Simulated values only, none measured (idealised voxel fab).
The document below concerns the process module designated voxel spacer lines.
cross-section cut | 200 nm wide | cells 5 nm
This document writes a cross-section as a grid whose cells are square, and gives it as bands, listed from the top down; one or more rows of cells form a band. What a band's entry tells you: where the top is and where the bottom is, as heights in nm, and after that what lies inside, material by material from left to right, each with its width in nm. Empty space is written as the word "empty", and a single material marked with the word "throughout" occupies the band from edge to edge. Height datum 0, below which the as-received substrate wafer is one material. Lowest band open at the bottom, running downward: "0 and below". A width such as "30..40" changes by the same amount from each row of cells to the next, from the band's top row to its bottom row. Any step labelled "no modification" changed none of the cells in the cross-section. Reported under the label "Enclosed void entries" are the empty spaces having no open way to the top and comprising 8 cells or more; the notation for each is width x height at distance, in which the distance is measured from the left edge and all three values are in nm. Past the settings on a step's line: simulator remark, on that step. You can add "overlay nm" to a step's line. For a step with a mask, it describes how far the mask lay to the right of its planned position, and a negative number describes a lay to the left.

-- Planned process steps
- 1: RECEIVE, material Si
- 2: CONFORMAL_DEP, material Al2O3, thk nm 5
- 3: DIRECTIONAL_DEP, material TiN, thk nm 20
- 4: DIRECTIONAL_DEP, material polySi, thk nm 20
- 5: PATTERN, tone cover, mask id MANDREL, material resist, width nm 20, pitch nm 70, thk nm 25, overlay nm 0
- 6: DIRECTIONAL_ETCH, etch materials polySi, depth nm 20
- 7: STRIP, etch materials resist
- 8: CONFORMAL_DEP, material SiO2, thk nm 15
- 9: DIRECTIONAL_ETCH, etch materials SiO2, depth nm 15
- 10: STRIP, etch materials polySi
- 11: DIRECTIONAL_ETCH, etch materials TiN, depth nm 20
- 12: STRIP, etch materials SiO2

-- Delivered wafer in cross-section: state after step 1
	0 and below | Si throughout
	Enclosed void entries: none

-- Cross-section, end of module. Start: as above. Plan: as above. Execution: one mistake
	20 down to 0 | 40 of empty | 15 of TiN | 20 of empty | 15 of TiN | 20 of empty | 15 of TiN | 20 of empty | 15 of TiN | 40 of empty
	0 and below | Si throughout
	Enclosed void entries: none
Heads up, the wafer didn't run the way we planned it: plan step 2 skipped
